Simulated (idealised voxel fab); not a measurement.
Presented below is a process module, voxel air gaps.
The cross-section shown here is cut; it is 255 nm wide and divided into square cells measuring 5 nm on a side.
Heads up, the way a cross-section reads in here is a grid of square cells, handed over as bands from the top down, with every band being one or more rows of cells.
This entry defines a band. It first specifies the height of the band's top and the height of its bottom in nm, and then specifies the band's materials from left to right, stating each material with its width in nm. The word "full width" identifies a single material that fills the band from edge to edge, while the word "blank" identifies empty space.
It should be noted that heights are counted from 0, beneath which the wafer as supplied is of one material throughout, and that the lowest band possesses no lower boundary but continues downward, as written in "0 down".
A two-number width, for instance "30->40", indicates that the width is equal to the first number in the top row of the band and to the second number in the bottom row, and that it changes by a constant amount per row of cells.
A step reported as "no modifications" is a step in which no cell of the cross-section changed.
"Enclosed void listing" specifies each empty space that is not open to the top and that occupies no fewer than 8 cells, using the form width x height at distance, the distance measured from the left edge and all three quantities in nm.
Post-settings text on a step line: simulator's own remark regarding the step.
overlay nm: where the mask lay relative to plan, measured to the right, on steps with a mask; negatives go left.

-- So here's the lineup of process steps we planned
1: op RECEIVE | material Si
2: op CONFORMAL_DEP | material SiO2 | thk nm 10
3: op CONFORMAL_DEP | material SiN | thk nm 5
4: op DIRECTIONAL_DEP | material lowk | thk nm 40
5: op PATTERN | tone open | mask id LINES | material resist | width nm 15 | pitch nm 40 | thk nm 15 | overlay nm 0
6: op DIRECTIONAL_ETCH | etch materials lowk | depth nm 40
7: op STRIP | etch materials resist
8: op CONFORMAL_DEP | material TiN | thk nm 5
9: op FILL_DEP | material Cu | thk nm 5
10: op CMP | height nm 55
11: op EPI | material Ru | thk nm 10
12: op SELECTIVE_ETCH | etch materials lowk | depth nm 50
13: op CONFORMAL_DEP | material SiN | thk nm 5

-- First out of two wafers; run went to plan

-- Received-state cross-section, reflecting completion of step 1
  0 down  Si full width
  Enclosed void listing: none

-- Upon completion of step 2, the wafer appears in cross-section as shown
  10 to 0  SiO2 full width
  Beneath the level 0, the cross-section is identical to its previous state.

-- Upon completion of step 3, the wafer appears in cross-section as shown
  15 to 10  SiN full width
  Beneath the level 10, the cross-section is identical to its previous state.

-- Upon completion of step 4, the wafer appears in cross-section as shown
  55 to 15  lowk full width
  Beneath the level 15, the cross-section is identical to its previous state.

-- Upon completion of step 5, the wafer appears in cross-section as shown
  70 to 55  resist=60; blank=15; resist=25; blank=15; resist=25; blank=15; resist=25; blank=15; resist=60
  Beneath the level 55, the cross-section is identical to its previous state.

-- Upon completion of step 6, the wafer appears in cross-section as shown
  70 to 55  resist=60; blank=15; resist=25; blank=15; resist=25; blank=15; resist=25; blank=15; resist=60
  55 to 15  lowk=60; blank=15; lowk=25; blank=15; lowk=25; blank=15; lowk=25; blank=15; lowk=60
  Beneath the level 15, the cross-section is identical to its previous state.

-- Upon completion of step 7, the wafer appears in cross-section as shown
  55 to 15  lowk=60; blank=15; lowk=25; blank=15; lowk=25; blank=15; lowk=25; blank=15; lowk=60
  Beneath the level 15, the cross-section is identical to its previous state.

-- Upon completion of step 8, the wafer appears in cross-section as shown
  60 to 55  TiN=65; blank=5; TiN=35; blank=5; TiN=35; blank=5; TiN=35; blank=5; TiN=65
  55 to 20  lowk=60; TiN=5; blank=5; TiN=5; lowk=25; TiN=5; blank=5; TiN=5; lowk=25; TiN=5; blank=5; TiN=5; lowk=25; TiN=5; blank=5; TiN=5; lowk=60
  20 to 15  lowk=60; TiN=15; lowk=25; TiN=15; lowk=25; TiN=15; lowk=25; TiN=15; lowk=60
  Beneath the level 15, the cross-section is identical to its previous state.

-- Upon completion of step 9, the wafer appears in cross-section as shown
  65 to 60  Cu full width
  60 to 55  TiN=65; Cu=5; TiN=35; Cu=5; TiN=35; Cu=5; TiN=35; Cu=5; TiN=65
  55 to 20  lowk=60; TiN=5; Cu=5; TiN=5; lowk=25; TiN=5; Cu=5; TiN=5; lowk=25; TiN=5; Cu=5; TiN=5; lowk=25; TiN=5; Cu=5; TiN=5; lowk=60
  Beneath the level 20, the cross-section is identical to its previous state.

-- Upon completion of step 10, the wafer appears in cross-section as shown
  55 to 20  lowk=60; TiN=5; Cu=5; TiN=5; lowk=25; TiN=5; Cu=5; TiN=5; lowk=25; TiN=5; Cu=5; TiN=5; lowk=25; TiN=5; Cu=5; TiN=5; lowk=60
  Beneath the level 20, the cross-section is identical to its previous state.

-- Upon completion of step 11, the wafer appears in cross-section as shown
  65 to 55  blank=50; Ru=35; blank=5; Ru=35; blank=5; Ru=35; blank=5; Ru=35; blank=50
  Beneath the level 55, the cross-section is identical to its previous state.

-- Upon completion of step 12, the wafer appears in cross-section as shown
  65 to 55  blank=50; Ru=35; blank=5; Ru=35; blank=5; Ru=35; blank=5; Ru=35; blank=50
  55 to 20  blank=60; TiN=5; Cu=5; TiN=5; blank=25; TiN=5; Cu=5; TiN=5; blank=25; TiN=5; Cu=5; TiN=5; blank=25; TiN=5; Cu=5; TiN=5; blank=60
  20 to 15  blank=60; TiN=15; blank=25; TiN=15; blank=25; TiN=15; blank=25; TiN=15; blank=60
  Beneath the level 15, the cross-section is identical to its previous state.

-- Upon completion of step 13, the wafer appears in cross-section as shown
  70 to 65  blank=45; SiN=165; blank=45
  65 to 55  blank=45; SiN=5; Ru=35; SiN=5; Ru=35; SiN=5; Ru=35; SiN=5; Ru=35; SiN=5; blank=45
  55 to 50  blank=45; SiN=15; TiN=5; Cu=5; TiN=5; SiN=25; TiN=5; Cu=5; TiN=5; SiN=25; TiN=5; Cu=5; TiN=5; SiN=25; TiN=5; Cu=5; TiN=5; SiN=15; blank=45
  50 to 20  blank=55; SiN=5; TiN=5; Cu=5; TiN=5; SiN=5; blank=15; SiN=5; TiN=5; Cu=5; TiN=5; SiN=5; blank=15; SiN=5; TiN=5; Cu=5; TiN=5; SiN=5; blank=15; SiN=5; TiN=5; Cu=5; TiN=5; SiN=5; blank=55
  20 to 15  SiN=60; TiN=15; SiN=25; TiN=15; SiN=25; TiN=15; SiN=25; TiN=15; SiN=60
  Beneath the level 15, the cross-section is identical to its previous state.
  Enclosed void listing: 15 x 30 at 80; 15 x 30 at 120; 15 x 30 at 160

-- Second wafer - shared start and plan with the first - one error in running - same as the first up to step 12 inclusive

Cross-section of the second wafer at the time by which step 13 should have been completed according to the plan: no modifications
Deviation from plan: execution of step 13 of the plan did not take place, the step having been omitted
Heads up, by the end the second wafer has more or fewer cells of some materials compared to the first: 151 fewer of SiN
The first wafer finishes with 3 closed voids, while the second finishes with 0.
